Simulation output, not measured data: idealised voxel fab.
Process module, titled voxel self aligned contacts
Square cell edge 5 nm, section width 225 nm, ID cut.
Format of a cross-section: grid, square cells. Given as bands. Order: top down. Band: one or more rows of cells. A band entry consists of two parts. The first gives the height of the band's top and the height of its bottom, in nm. The rest lists the band's materials from left to right, each with its width in nm. A single material labelled with the word "everywhere" fills the band from edge to edge, and the word "empty" marks empty space. Beneath 0, the wafer as received is one material, and that level is where height counting begins. The lowest band goes on downward without a bottom; it is written like "from 0 down". Width spec "30->40" -> top row of cells at first value, bottom row at second value, equal per-row change in between. Step note "remained the same" = no cross-section cell changed. Under "Unvented voids" you'll find the enclosed gaps, the ones with no way out to the top, that are 8 cells or bigger; each reads width x height at distance, with distance counted from the left edge, everything in nm. The remark found on a step's line after its settings is issued by the simulator itself and pertains to that step. overlay nm: where the mask lay relative to plan, measured to the right, on steps with a mask; negatives go left. Pairs ahead. Before: cross-section ahead of one process step. After: cross-section once the step is done, shown to the lowest changed band only. Under each pair: that step, with settings. Caution: pairs may come from different runs of this module on the same starting wafer; a pair follows the pair above only where its "Before-step section" entry says so.

Before-step section:
    from 0 down | Si everywhere
    Unvented voids: none

Section, Post-Step:
    from 0 to -5 | SiO2 everywhere
    Nothing below the height -5 has changed.
    Unvented voids: none
The process step separating the two cross-sections depicted above is as follows: OXIDIZE: depth nm 5

Before-step section: same picture as after in the pair right above, so we don't repeat it.

Section, Post-Step:
    from 20 to 0 | polySi everywhere
    Nothing below the height 0 has changed.
    Unvented voids: none
The process step separating the two cross-sections depicted above is as follows: DIRECTIONAL_DEP: material polySi, thk nm 20

Before-step section: same picture as after in the pair right above, so we don't repeat it.

Section, Post-Step:
    from 45 to 20 | SiN everywhere
    Nothing below the height 20 has changed.
    Unvented voids: none
The process step separating the two cross-sections depicted above is as follows: DIRECTIONAL_DEP: material SiN, thk nm 25

Before-step section: same picture as after in the pair right above, so we don't repeat it.

Section, Post-Step:
    from 55 to 45 | aC everywhere
    Nothing below the height 45 has changed.
    Unvented voids: none
The process step separating the two cross-sections depicted above is as follows: DIRECTIONAL_DEP: material aC, thk nm 10

Before-step section: same picture as after in the pair right above, so we don't repeat it.

Section, Post-Step:
    from 80 to 55 | 30 of empty  25 of resist  45 of empty  25 of resist  45 of empty  25 of resist  30 of empty
    Nothing below the height 55 has changed.
    Unvented voids: none
The process step separating the two cross-sections depicted above is as follows: PATTERN: tone cover, mask id GATE, material resist, width nm 25, pitch nm 70, thk nm 25, overlay nm 0

Before-step section: same picture as after in the pair right above, so we don't repeat it.

Section, Post-Step:
    from 70 to 55 | 30 of empty  25 of resist  45 of empty  25 of resist  45 of empty  25 of resist  30 of empty
    from 55 to 45 | 30 of empty  25 of aC  45 of empty  25 of aC  45 of empty  25 of aC  30 of empty
    Nothing below the height 45 has changed.
    Unvented voids: none
The process step separating the two cross-sections depicted above is as follows: DIRECTIONAL_ETCH: etch materials aC, depth nm 10

Before-step section: same picture as after in the pair right above, so we don't repeat it.

Section, Post-Step:
    from 55 to 45 | 30 of empty  25 of aC  45 of empty  25 of aC  45 of empty  25 of aC  30 of empty
    Nothing below the height 45 has changed.
    Unvented voids: none
The process step separating the two cross-sections depicted above is as follows: STRIP: etch materials resist

Before-step section: same picture as after in the pair right above, so we don't repeat it.

Section, Post-Step:
    from 55 to 45 | 30 of empty  25 of aC  45 of empty  25 of aC  45 of empty  25 of aC  30 of empty
    from 45 to 20 | 30 of empty  25 of SiN  45 of empty  25 of SiN  45 of empty  25 of SiN  30 of empty
    Nothing below the height 20 has changed.
    Unvented voids: none
The process step separating the two cross-sections depicted above is as follows: DIRECTIONAL_ETCH: etch materials SiN, depth nm 25

Before-step section: same picture as after in the pair right above, so we don't repeat it.

Section, Post-Step:
    from 55 to 45 | 30 of empty  25 of aC  45 of empty  25 of aC  45 of empty  25 of aC  30 of empty
    from 45 to 20 | 30 of empty  25 of SiN  45 of empty  25 of SiN  45 of empty  25 of SiN  30 of empty
    from 20 to 0 | 30 of empty  25 of polySi  45 of empty  25 of polySi  45 of empty  25 of polySi  30 of empty
    Nothing below the height 0 has changed.
    Unvented voids: none
The process step separating the two cross-sections depicted above is as follows: DIRECTIONAL_ETCH: etch materials polySi, depth nm 20

Before-step section: same picture as after in the pair right above, so we don't repeat it.

Section, Post-Step:
    from 45 to 20 | 30 of empty  25 of SiN  45 of empty  25 of SiN  45 of empty  25 of SiN  30 of empty
    Nothing below the height 20 has changed.
    Unvented voids: none
The process step separating the two cross-sections depicted above is as follows: STRIP: etch materials aC

Before-step section: same picture as after in the pair right above, so we don't repeat it.

Section, Post-Step:
    from 55 to 20 | 20 of empty  45 of SiN  25 of empty  45 of SiN  25 of empty  45 of SiN  20 of empty
    from 20 to 10 | 20 of empty  10 of SiN  25 of polySi  10 of SiN  25 of empty  10 of SiN  25 of polySi  10 of SiN  25 of empty  10 of SiN  25 of polySi  10 of SiN  20 of empty
    from 10 to 0 | 30 of SiN  25 of polySi  45 of SiN  25 of polySi  45 of SiN  25 of polySi  30 of SiN
    Nothing below the height 0 has changed.
    Unvented voids: none
The process step separating the two cross-sections depicted above is as follows: CONFORMAL_DEP: material SiN, thk nm 10

Before-step section: same picture as after in the pair right above, so we don't repeat it.

Section, Post-Step:
    from 45 to 20 | 20 of empty  45 of SiN  25 of empty  45 of SiN  25 of empty  45 of SiN  20 of empty
    from 20 to 0 | 20 of empty  10 of SiN  25 of polySi  10 of SiN  25 of empty  10 of SiN  25 of polySi  10 of SiN  25 of empty  10 of SiN  25 of polySi  10 of SiN  20 of empty
    Nothing below the height 0 has changed.
    Unvented voids: none
The process step separating the two cross-sections depicted above is as follows: DIRECTIONAL_ETCH: etch materials SiN, depth nm 10

Before-step section: same picture as after in the pair right above, so we don't repeat it.

Section, Post-Step:
    from 60 to 45 | SiO2 everywhere
    from 45 to 20 | 20 of SiO2  45 of SiN  25 of SiO2  45 of SiN  25 of SiO2  45 of SiN  20 of SiO2
    from 20 to 0 | 20 of SiO2  10 of SiN  25 of polySi  10 of SiN  25 of SiO2  10 of SiN  25 of polySi  10 of SiN  25 of SiO2  10 of SiN  25 of polySi  10 of SiN  20 of SiO2
    Nothing below the height 0 has changed.
    Unvented voids: none
The process step separating the two cross-sections depicted above is as follows: FILL_DEP: material SiO2, thk nm 15

Before-step section: same picture as after in the pair right above, so we don't repeat it.

Section, Post-Step:
    from 50 to 45 | SiO2 everywhere
    Nothing below the height 45 has changed.
    Unvented voids: none
The process step separating the two cross-sections depicted above is as follows: CMP: height nm 50

Before-step section: same picture as after in the pair right above, so we don't repeat it.

Section, Post-Step:
    from 60 to 50 | aC everywhere
    Nothing below the height 50 has changed.
    Unvented voids: none
The process step separating the two cross-sections depicted above is as follows: DIRECTIONAL_DEP: material aC, thk nm 10

Before-step section: same picture as after in the pair right above, so we don't repeat it.

Section, Post-Step:
    from 90 to 60 | 50 of resist  55 of empty  15 of resist  55 of empty  50 of resist
    Nothing below the height 60 has changed.
    Unvented voids: none
The process step separating the two cross-sections depicted above is as follows: PATTERN: tone open, mask id CONTACT, material resist, width nm 55, pitch nm 70, thk nm 30, overlay nm 0

Before-step section: same picture as after in the pair right above, so we don't repeat it.

Section, Post-Step:
    from 80 to 60 | 50 of resist  55 of empty  15 of resist  55 of empty  50 of resist
    from 60 to 50 | 50 of aC  55 of empty  15 of aC  55 of empty  50 of aC
    Nothing below the height 50 has changed.
    Unvented voids: none
The process step separating the two cross-sections depicted above is as follows: DIRECTIONAL_ETCH: etch materials aC, depth nm 10

Before-step section: same picture as after in the pair right above, so we don't repeat it.

Section, Post-Step:
    from 60 to 50 | 50 of aC  55 of empty  15 of aC  55 of empty  50 of aC
    Nothing below the height 50 has changed.
    Unvented voids: none
The process step separating the two cross-sections depicted above is as follows: STRIP: etch materials resist

Before-step section: same picture as after in the pair right above, so we don't repeat it.

Section, Post-Step:
    from 60 to 50 | 50 of aC  55 of empty  15 of aC  55 of empty  50 of aC
    from 50 to 45 | 50 of SiO2  55 of empty  15 of SiO2  55 of empty  50 of SiO2
    from 45 to 20 | 20 of SiO2  45 of SiN  25 of empty  45 of SiN  25 of empty  45 of SiN  20 of SiO2
    from 20 to 0 | 20 of SiO2  10 of SiN  25 of polySi  10 of SiN  25 of empty  10 of SiN  25 of polySi  10 of SiN  25 of empty  10 of SiN  25 of polySi  10 of SiN  20 of SiO2
    from 0 to -5 | 65 of SiO2  25 of empty  45 of SiO2  25 of empty  65 of SiO2
    Nothing below the height -5 has changed.
    Unvented voids: none
The process step separating the two cross-sections depicted above is as follows: DIRECTIONAL_ETCH: etch materials SiO2, depth nm 55

Before-step section: same picture as after in the pair right above, so we don't repeat it.

Section, Post-Step:
    from 50 to 45 | 50 of SiO2  55 of empty  15 of SiO2  55 of empty  50 of SiO2
    Nothing below the height 45 has changed.
    Unvented voids: none
The process step separating the two cross-sections depicted above is as follows: STRIP: etch materials aC

Before-step section: same picture as after in the pair right above, so we don't repeat it.

Section, Post-Step:
    from 55 to 50 | 55 of TiN  45 of empty  25 of TiN  45 of empty  55 of TiN
    from 50 to 45 | 50 of SiO2  20 of TiN  15 of empty  20 of TiN  15 of SiO2  20 of TiN  15 of empty  20 of TiN  50 of SiO2
    from 45 to 20 | 20 of SiO2  45 of SiN  5 of TiN  15 of empty  5 of TiN  45 of SiN  5 of TiN  15 of empty  5 of TiN  45 of SiN  20 of SiO2
    from 20 to 0 | 20 of SiO2  10 of SiN  25 of polySi  10 of SiN  5 of TiN  15 of empty  5 of TiN  10 of SiN  25 of polySi  10 of SiN  5 of TiN  15 of empty  5 of TiN  10 of SiN  25 of polySi  10 of SiN  20 of SiO2
    from 0 to -5 | 65 of SiO2  25 of TiN  45 of SiO2  25 of TiN  65 of SiO2
    Nothing below the height -5 has changed.
    Unvented voids: none
The process step separating the two cross-sections depicted above is as follows: CONFORMAL_DEP: material TiN, thk nm 5

Before-step section: same picture as after in the pair right above, so we don't repeat it.

Section, Post-Step:
    from 65 to 55 | Ru everywhere
    from 55 to 50 | 55 of TiN  45 of Ru  25 of TiN  45 of Ru  55 of TiN
    from 50 to 45 | 50 of SiO2  20 of TiN  15 of Ru  20 of TiN  15 of SiO2  20 of TiN  15 of Ru  20 of TiN  50 of SiO2
    from 45 to 20 | 20 of SiO2  45 of SiN  5 of TiN  15 of Ru  5 of TiN  45 of SiN  5 of TiN  15 of Ru  5 of TiN  45 of SiN  20 of SiO2
    from 20 to 0 | 20 of SiO2  10 of SiN  25 of polySi  10 of SiN  5 of TiN  15 of Ru  5 of TiN  10 of SiN  25 of polySi  10 of SiN  5 of TiN  15 of Ru  5 of TiN  10 of SiN  25 of polySi  10 of SiN  20 of SiO2
    Nothing below the height 0 has changed.
    Unvented voids: none
The process step separating the two cross-sections depicted above is as follows: FILL_DEP: material Ru, thk nm 10

Before-step section: same picture as after in the pair right above, so we don't repeat it.

Section, Post-Step:
    from 50 to 45 | 50 of SiO2  20 of TiN  15 of Ru  20 of TiN  15 of SiO2  20 of TiN  15 of Ru  20 of TiN  50 of SiO2
    Nothing below the height 45 has changed.
    Unvented voids: none
The process step separating the two cross-sections depicted above is as follows: CMP: height nm 50

Before-step section: same picture as after in the pair right above, so we don't repeat it.

Section, Post-Step:
    from 55 to 50 | SiN everywhere
    Nothing below the height 50 has changed.
    Unvented voids: none
The process step separating the two cross-sections depicted above is as follows: CONFORMAL_DEP: material SiN, thk nm 5

Before-step section:
    from 0 down | Si everywhere
    Unvented voids: none

Section, Post-Step:
    from 20 to 0 | polySi everywhere
    Nothing below the height 0 has changed.
    Unvented voids: none
The process step separating the two cross-sections depicted above is as follows: DIRECTIONAL_DEP: material polySi, thk nm 20

Before-step section: same picture as after in the pair right above, so we don't repeat it.

Section, Post-Step:
    from 45 to 20 | SiN everywhere
    Nothing below the height 20 has changed.
    Unvented voids: none
The process step separating the two cross-sections depicted above is as follows: DIRECTIONAL_DEP: material SiN, thk nm 25

Before-step section: same picture as after in the pair right above, so we don't repeat it.

Section, Post-Step:
    from 55 to 45 | aC everywhere
    Nothing below the height 45 has changed.
    Unvented voids: none
The process step separating the two cross-sections depicted above is as follows: DIRECTIONAL_DEP: material aC, thk nm 10

Before-step section: same picture as after in the pair right above, so we don't repeat it.

Section, Post-Step:
    from 80 to 55 | 30 of empty  25 of resist  45 of empty  25 of resist  45 of empty  25 of resist  30 of empty
    Nothing below the height 55 has changed.
    Unvented voids: none
The process step separating the two cross-sections depicted above is as follows: PATTERN: tone cover, mask id GATE, material resist, width nm 25, pitch nm 70, thk nm 25, overlay nm 0

Before-step section: same picture as after in the pair right above, so we don't repeat it.

Section, Post-Step:
    from 70 to 55 | 30 of empty  25 of resist  45 of empty  25 of resist  45 of empty  25 of resist  30 of empty
    from 55 to 45 | 30 of empty  25 of aC  45 of empty  25 of aC  45 of empty  25 of aC  30 of empty
    Nothing below the height 45 has changed.
    Unvented voids: none
The process step separating the two cross-sections depicted above is as follows: DIRECTIONAL_ETCH: etch materials aC, depth nm 10

Before-step section: same picture as after in the pair right above, so we don't repeat it.

Section, Post-Step:
    from 55 to 45 | 30 of empty  25 of aC  45 of empty  25 of aC  45 of empty  25 of aC  30 of empty
    Nothing below the height 45 has changed.
    Unvented voids: none
The process step separating the two cross-sections depicted above is as follows: STRIP: etch materials resist

Before-step section: same picture as after in the pair right above, so we don't repeat it.

Section, Post-Step:
    from 55 to 45 | 30 of empty  25 of aC  45 of empty  25 of aC  45 of empty  25 of aC  30 of empty
    from 45 to 20 | 30 of empty  25 of SiN  45 of empty  25 of SiN  45 of empty  25 of SiN  30 of empty
    Nothing below the height 20 has changed.
    Unvented voids: none
The process step separating the two cross-sections depicted above is as follows: DIRECTIONAL_ETCH: etch materials SiN, depth nm 25

Before-step section: same picture as after in the pair right above, so we don't repeat it.

Section, Post-Step:
    from 55 to 45 | 30 of empty  25 of aC  45 of empty  25 of aC  45 of empty  25 of aC  30 of empty
    from 45 to 20 | 30 of empty  25 of SiN  45 of empty  25 of SiN  45 of empty  25 of SiN  30 of empty
    from 20 to 0 | 30 of empty  25 of polySi  45 of empty  25 of polySi  45 of empty  25 of polySi  30 of empty
    Nothing below the height 0 has changed.
    Unvented voids: none
The process step separating the two cross-sections depicted above is as follows: DIRECTIONAL_ETCH: etch materials polySi, depth nm 20

Before-step section: same picture as after in the pair right above, so we don't repeat it.

Section, Post-Step:
    from 45 to 20 | 30 of empty  25 of SiN  45 of empty  25 of SiN  45 of empty  25 of SiN  30 of empty
    Nothing below the height 20 has changed.
    Unvented voids: none
The process step separating the two cross-sections depicted above is as follows: STRIP: etch materials aC

Before-step section: same picture as after in the pair right above, so we don't repeat it.

Section, Post-Step:
    from 55 to 20 | 20 of empty  45 of SiN  25 of empty  45 of SiN  25 of empty  45 of SiN  20 of empty
    from 20 to 10 | 20 of empty  10 of SiN  25 of polySi  10 of SiN  25 of empty  10 of SiN  25 of polySi  10 of SiN  25 of empty  10 of SiN  25 of polySi  10 of SiN  20 of empty
    from 10 to 0 | 30 of SiN  25 of polySi  45 of SiN  25 of polySi  45 of SiN  25 of polySi  30 of SiN
    Nothing below the height 0 has changed.
    Unvented voids: none
The process step separating the two cross-sections depicted above is as follows: CONFORMAL_DEP: material SiN, thk nm 10

Before-step section: same picture as after in the pair right above, so we don't repeat it.

Section, Post-Step:
    from 45 to 20 | 20 of empty  45 of SiN  25 of empty  45 of SiN  25 of empty  45 of SiN  20 of empty
    from 20 to 0 | 20 of empty  10 of SiN  25 of polySi  10 of SiN  25 of empty  10 of SiN  25 of polySi  10 of SiN  25 of empty  10 of SiN  25 of polySi  10 of SiN  20 of empty
    Nothing below the height 0 has changed.
    Unvented voids: none
The process step separating the two cross-sections depicted above is as follows: DIRECTIONAL_ETCH: etch materials SiN, depth nm 10

Before-step section: same picture as after in the pair right above, so we don't repeat it.

Section, Post-Step:
    from 60 to 45 | SiO2 everywhere
    from 45 to 20 | 20 of SiO2  45 of SiN  25 of SiO2  45 of SiN  25 of SiO2  45 of SiN  20 of SiO2
    from 20 to 0 | 20 of SiO2  10 of SiN  25 of polySi  10 of SiN  25 of SiO2  10 of SiN  25 of polySi  10 of SiN  25 of SiO2  10 of SiN  25 of polySi  10 of SiN  20 of SiO2
    Nothing below the height 0 has changed.
    Unvented voids: none
The process step separating the two cross-sections depicted above is as follows: FILL_DEP: material SiO2, thk nm 15

Before-step section: same picture as after in the pair right above, so we don't repeat it.

Section, Post-Step:
    from 50 to 45 | SiO2 everywhere
    Nothing below the height 45 has changed.
    Unvented voids: none
The process step separating the two cross-sections depicted above is as follows: CMP: height nm 50

Before-step section: same picture as after in the pair right above, so we don't repeat it.

Section, Post-Step:
    from 60 to 50 | aC everywhere
    Nothing below the height 50 has changed.
    Unvented voids: none
The process step separating the two cross-sections depicted above is as follows: DIRECTIONAL_DEP: material aC, thk nm 10

Before-step section: same picture as after in the pair right above, so we don't repeat it.

Section, Post-Step:
    from 90 to 60 | 50 of resist  55 of empty  15 of resist  55 of empty  50 of resist
    Nothing below the height 60 has changed.
    Unvented voids: none
The process step separating the two cross-sections depicted above is as follows: PATTERN: tone open, mask id CONTACT, material resist, width nm 55, pitch nm 70, thk nm 30, overlay nm 0

Before-step section: same picture as after in the pair right above, so we don't repeat it.

Section, Post-Step:
    from 80 to 60 | 50 of resist  55 of empty  15 of resist  55 of empty  50 of resist
    from 60 to 50 | 50 of aC  55 of empty  15 of aC  55 of empty  50 of aC
    Nothing below the height 50 has changed.
    Unvented voids: none
The process step separating the two cross-sections depicted above is as follows: DIRECTIONAL_ETCH: etch materials aC, depth nm 10

Before-step section: same picture as after in the pair right above, so we don't repeat it.

Section, Post-Step:
    from 60 to 50 | 50 of aC  55 of empty  15 of aC  55 of empty  50 of aC
    Nothing below the height 50 has changed.
    Unvented voids: none
The process step separating the two cross-sections depicted above is as follows: STRIP: etch materials resist

Before-step section: same picture as after in the pair right above, so we don't repeat it.

Section, Post-Step:
    from 60 to 50 | 50 of aC  55 of empty  15 of aC  55 of empty  50 of aC
    from 50 to 45 | 50 of SiO2  55 of empty  15 of SiO2  55 of empty  50 of SiO2
    from 45 to 20 | 20 of SiO2  45 of SiN  25 of empty  45 of SiN  25 of empty  45 of SiN  20 of SiO2
    from 20 to 0 | 20 of SiO2  10 of SiN  25 of polySi  10 of SiN  25 of empty  10 of SiN  25 of polySi  10 of SiN  25 of empty  10 of SiN  25 of polySi  10 of SiN  20 of SiO2
    Nothing below the height 0 has changed.
    Unvented voids: none
The process step separating the two cross-sections depicted above is as follows: DIRECTIONAL_ETCH: etch materials SiO2, depth nm 55

Before-step section: same picture as after in the pair right above, so we don't repeat it.

Section, Post-Step:
    from 50 to 45 | 50 of SiO2  55 of empty  15 of SiO2  55 of empty  50 of SiO2
    Nothing below the height 45 has changed.
    Unvented voids: none
The process step separating the two cross-sections depicted above is as follows: STRIP: etch materials aC

Before-step section: same picture as after in the pair right above, so we don't repeat it.

Section, Post-Step:
    from 55 to 50 | 55 of TiN  45 of empty  25 of TiN  45 of empty  55 of TiN
    from 50 to 45 | 50 of SiO2  20 of TiN  15 of empty  20 of TiN  15 of SiO2  20 of TiN  15 of empty  20 of TiN  50 of SiO2
    from 45 to 20 | 20 of SiO2  45 of SiN  5 of TiN  15 of empty  5 of TiN  45 of SiN  5 of TiN  15 of empty  5 of TiN  45 of SiN  20 of SiO2
    from 20 to 5 | 20 of SiO2  10 of SiN  25 of polySi  10 of SiN  5 of TiN  15 of empty  5 of TiN  10 of SiN  25 of polySi  10 of SiN  5 of TiN  15 of empty  5 of TiN  10 of SiN  25 of polySi  10 of SiN  20 of SiO2
    from 5 to 0 | 20 of SiO2  10 of SiN  25 of polySi  10 of SiN  25 of TiN  10 of SiN  25 of polySi  10 of SiN  25 of TiN  10 of SiN  25 of polySi  10 of SiN  20 of SiO2
    Nothing below the height 0 has changed.
    Unvented voids: none
The process step separating the two cross-sections depicted above is as follows: CONFORMAL_DEP: material TiN, thk nm 5

Before-step section: same picture as after in the pair right above, so we don't repeat it.

Section, Post-Step:
    from 65 to 55 | Ru everywhere
    from 55 to 50 | 55 of TiN  45 of Ru  25 of TiN  45 of Ru  55 of TiN
    from 50 to 45 | 50 of SiO2  20 of TiN  15 of Ru  20 of TiN  15 of SiO2  20 of TiN  15 of Ru  20 of TiN  50 of SiO2
    from 45 to 20 | 20 of SiO2  45 of SiN  5 of TiN  15 of Ru  5 of TiN  45 of SiN  5 of TiN  15 of Ru  5 of TiN  45 of SiN  20 of SiO2
    from 20 to 5 | 20 of SiO2  10 of SiN  25 of polySi  10 of SiN  5 of TiN  15 of Ru  5 of TiN  10 of SiN  25 of polySi  10 of SiN  5 of TiN  15 of Ru  5 of TiN  10 of SiN  25 of polySi  10 of SiN  20 of SiO2
    Nothing below the height 5 has changed.
    Unvented voids: none
The process step separating the two cross-sections depicted above is as follows: FILL_DEP: material Ru, thk nm 10

Before-step section: same picture as after in the pair right above, so we don't repeat it.

Section, Post-Step:
    from 50 to 45 | 50 of SiO2  20 of TiN  15 of Ru  20 of TiN  15 of SiO2  20 of TiN  15 of Ru  20 of TiN  50 of SiO2
    Nothing below the height 45 has changed.
    Unvented voids: none
The process step separating the two cross-sections depicted above is as follows: CMP: height nm 50

Before-step section: same picture as after in the pair right above, so we don't repeat it.

Section, Post-Step:
    from 55 to 50 | SiN everywhere
    Nothing below the height 50 has changed.
    Unvented voids: none
The process step separating the two cross-sections depicted above is as follows: CONFORMAL_DEP: material SiN, thk nm 5

Before-step section:
    from 45 to 20 | SiN everywhere
    from 20 to 0 | polySi everywhere
    from 0 to -5 | SiO2 everywhere
    from -5 down | Si everywhere
    Unvented voids: none

Section, Post-Step:
    from 70 to 20 | SiN everywhere
    Nothing below the height 20 has changed.
    Unvented voids: none
The process step separating the two cross-sections depicted above is as follows: DIRECTIONAL_DEP: material SiN, thk nm 25

Before-step section: same picture as after in the pair right above, so we don't repeat it.

Section, Post-Step:
    from 80 to 70 | aC everywhere
    Nothing below the height 70 has changed.
    Unvented voids: none
The process step separating the two cross-sections depicted above is as follows: DIRECTIONAL_DEP: material aC, thk nm 10

Before-step section: same picture as after in the pair right above, so we don't repeat it.

Section, Post-Step:
    from 105 to 80 | 30 of empty  25 of resist  45 of empty  25 of resist  45 of empty  25 of resist  30 of empty
    Nothing below the height 80 has changed.
    Unvented voids: none
The process step separating the two cross-sections depicted above is as follows: PATTERN: tone cover, mask id GATE, material resist, width nm 25, pitch nm 70, thk nm 25, overlay nm 0

Before-step section: same picture as after in the pair right above, so we don't repeat it.

Section, Post-Step:
    from 95 to 80 | 30 of empty  25 of resist  45 of empty  25 of resist  45 of empty  25 of resist  30 of empty
    from 80 to 70 | 30 of empty  25 of aC  45 of empty  25 of aC  45 of empty  25 of aC  30 of empty
    Nothing below the height 70 has changed.
    Unvented voids: none
The process step separating the two cross-sections depicted above is as follows: DIRECTIONAL_ETCH: etch materials aC, depth nm 10

Before-step section: same picture as after in the pair right above, so we don't repeat it.

Section, Post-Step:
    from 80 to 70 | 30 of empty  25 of aC  45 of empty  25 of aC  45 of empty  25 of aC  30 of empty
    Nothing below the height 70 has changed.
    Unvented voids: none
The process step separating the two cross-sections depicted above is as follows: STRIP: etch materials resist

Before-step section: same picture as after in the pair right above, so we don't repeat it.

Section, Post-Step:
    from 80 to 70 | 30 of empty  25 of aC  45 of empty  25 of aC  45 of empty  25 of aC  30 of empty
    from 70 to 45 | 30 of empty  25 of SiN  45 of empty  25 of SiN  45 of empty  25 of SiN  30 of empty
    Nothing below the height 45 has changed.
    Unvented voids: none
The process step separating the two cross-sections depicted above is as follows: DIRECTIONAL_ETCH: etch materials SiN, depth nm 25

Before-step section: same picture as after in the pair right above, so we don't repeat it.

Section, Post-Step:
    from 70 to 45 | 30 of empty  25 of SiN  45 of empty  25 of SiN  45 of empty  25 of SiN  30 of empty
    Nothing below the height 45 has changed.
    Unvented voids: none
The process step separating the two cross-sections depicted above is as follows: STRIP: etch materials aC

Before-step section: same picture as after in the pair right above, so we don't repeat it.

Section, Post-Step:
    from 80 to 55 | 20 of empty  45 of SiN  25 of empty  45 of SiN  25 of empty  45 of SiN  20 of empty
    from 55 to 20 | SiN everywhere
    Nothing below the height 20 has changed.
    Unvented voids: none
The process step separating the two cross-sections depicted above is as follows: CONFORMAL_DEP: material SiN, thk nm 10

Before-step section: same picture as after in the pair right above, so we don't repeat it.

Section, Post-Step:
    from 70 to 45 | 20 of empty  45 of SiN  25 of empty  45 of SiN  25 of empty  45 of SiN  20 of empty
    Nothing below the height 45 has changed.
    Unvented voids: none
The process step separating the two cross-sections depicted above is as follows: DIRECTIONAL_ETCH: etch materials SiN, depth nm 10

Before-step section: same picture as after in the pair right above, so we don't repeat it.

Section, Post-Step:
    from 85 to 70 | SiO2 everywhere
    from 70 to 45 | 20 of SiO2  45 of SiN  25 of SiO2  45 of SiN  25 of SiO2  45 of SiN  20 of SiO2
    Nothing below the height 45 has changed.
    Unvented voids: none
The process step separating the two cross-sections depicted above is as follows: FILL_DEP: material SiO2, thk nm 15

Before-step section: same picture as after in the pair right above, so we don't repeat it.

Section, Post-Step:
    from 50 to 45 | 20 of SiO2  45 of SiN  25 of SiO2  45 of SiN  25 of SiO2  45 of SiN  20 of SiO2
    Nothing below the height 45 has changed.
    Unvented voids: none
The process step separating the two cross-sections depicted above is as follows: CMP: height nm 50

Before-step section: same picture as after in the pair right above, so we don't repeat it.

Section, Post-Step:
    from 60 to 50 | aC everywhere
    Nothing below the height 50 has changed.
    Unvented voids: none
The process step separating the two cross-sections depicted above is as follows: DIRECTIONAL_DEP: material aC, thk nm 10

Before-step section: same picture as after in the pair right above, so we don't repeat it.

Section, Post-Step:
    from 90 to 60 | 50 of resist  55 of empty  15 of resist  55 of empty  50 of resist
    Nothing below the height 60 has changed.
    Unvented voids: none
The process step separating the two cross-sections depicted above is as follows: PATTERN: tone open, mask id CONTACT, material resist, width nm 55, pitch nm 70, thk nm 30, overlay nm 0

Before-step section: same picture as after in the pair right above, so we don't repeat it.

Section, Post-Step:
    from 80 to 60 | 50 of resist  55 of empty  15 of resist  55 of empty  50 of resist
    from 60 to 50 | 50 of aC  55 of empty  15 of aC  55 of empty  50 of aC
    Nothing below the height 50 has changed.
    Unvented voids: none
The process step separating the two cross-sections depicted above is as follows: DIRECTIONAL_ETCH: etch materials aC, depth nm 10

Before-step section: same picture as after in the pair right above, so we don't repeat it.

Section, Post-Step:
    from 60 to 50 | 50 of aC  55 of empty  15 of aC  55 of empty  50 of aC
    Nothing below the height 50 has changed.
    Unvented voids: none
The process step separating the two cross-sections depicted above is as follows: STRIP: etch materials resist

Before-step section: same picture as after in the pair right above, so we don't repeat it.

Section, Post-Step:
    from 60 to 50 | 50 of aC  55 of empty  15 of aC  55 of empty  50 of aC
    from 50 to 45 | 20 of SiO2  45 of SiN  25 of empty  45 of SiN  25 of empty  45 of SiN  20 of SiO2
    Nothing below the height 45 has changed.
    Unvented voids: none
The process step separating the two cross-sections depicted above is as follows: DIRECTIONAL_ETCH: etch materials SiO2, depth nm 55

Before-step section: same picture as after in the pair right above, so we don't repeat it.

Section, Post-Step:
    from 50 to 45 | 20 of SiO2  45 of SiN  25 of empty  45 of SiN  25 of empty  45 of SiN  20 of SiO2
    Nothing below the height 45 has changed.
    Unvented voids: none
The process step separating the two cross-sections depicted above is as follows: STRIP: etch materials aC

Before-step section: same picture as after in the pair right above, so we don't repeat it.

Section, Post-Step:
    from 55 to 50 | 70 of TiN  15 of empty  55 of TiN  15 of empty  70 of TiN
    from 50 to 45 | 20 of SiO2  45 of SiN  25 of TiN  45 of SiN  25 of TiN  45 of SiN  20 of SiO2
    Nothing below the height 45 has changed.
    Unvented voids: none
The process step separating the two cross-sections depicted above is as follows: CONFORMAL_DEP: material TiN, thk nm 5

Before-step section: same picture as after in the pair right above, so we don't repeat it.

Section, Post-Step:
    from 65 to 55 | Ru everywhere
    from 55 to 50 | 70 of TiN  15 of Ru  55 of TiN  15 of Ru  70 of TiN
    Nothing below the height 50 has changed.
    Unvented voids: none
The process step separating the two cross-sections depicted above is as follows: FILL_DEP: material Ru, thk nm 10

Before-step section: same picture as after in the pair right above, so we don't repeat it.

Section, Post-Step:
    from 50 to 45 | 20 of SiO2  45 of SiN  25 of TiN  45 of SiN  25 of TiN  45 of SiN  20 of SiO2
    Nothing below the height 45 has changed.
    Unvented voids: none
The process step separating the two cross-sections depicted above is as follows: CMP: height nm 50

Before-step section: same picture as after in the pair right above, so we don't repeat it.

Section, Post-Step:
    from 55 to 50 | SiN everywhere
    Nothing below the height 50 has changed.
    Unvented voids: none
The process step separating the two cross-sections depicted above is as follows: CONFORMAL_DEP: material SiN, thk nm 5

Before-step section:
    from 45 to 20 | 30 of empty  25 of SiN  45 of empty  25 of SiN  45 of empty  25 of SiN  30 of empty
    from 20 to 0 | 30 of empty  25 of polySi  45 of empty  25 of polySi  45 of empty  25 of polySi  30 of empty
    from 0 to -5 | SiO2 everywhere
    from -5 down | Si everywhere
    Unvented voids: none

Section, Post-Step:
    from 35 to 20 | 30 of empty  25 of SiN  45 of empty  25 of SiN  45 of empty  25 of SiN  30 of empty
    Nothing below the height 20 has changed.
    Unvented voids: none
The process step separating the two cross-sections depicted above is as follows: DIRECTIONAL_ETCH: etch materials SiN, depth nm 10

Before-step section: same picture as after in the pair right above, so we don't repeat it.

Section, Post-Step:
    from 45 to 20 | 20 of empty  45 of SiN  25 of empty  45 of SiN  25 of empty  45 of SiN  20 of empty
    from 20 to 10 | 20 of empty  10 of SiN  25 of polySi  10 of SiN  25 of empty  10 of SiN  25 of polySi  10 of SiN  25 of empty  10 of SiN  25 of polySi  10 of SiN  20 of empty
    from 10 to 0 | 30 of SiN  25 of polySi  45 of SiN  25 of polySi  45 of SiN  25 of polySi  30 of SiN
    Nothing below the height 0 has changed.
    Unvented voids: none
The process step separating the two cross-sections depicted above is as follows: CONFORMAL_DEP: material SiN, thk nm 10
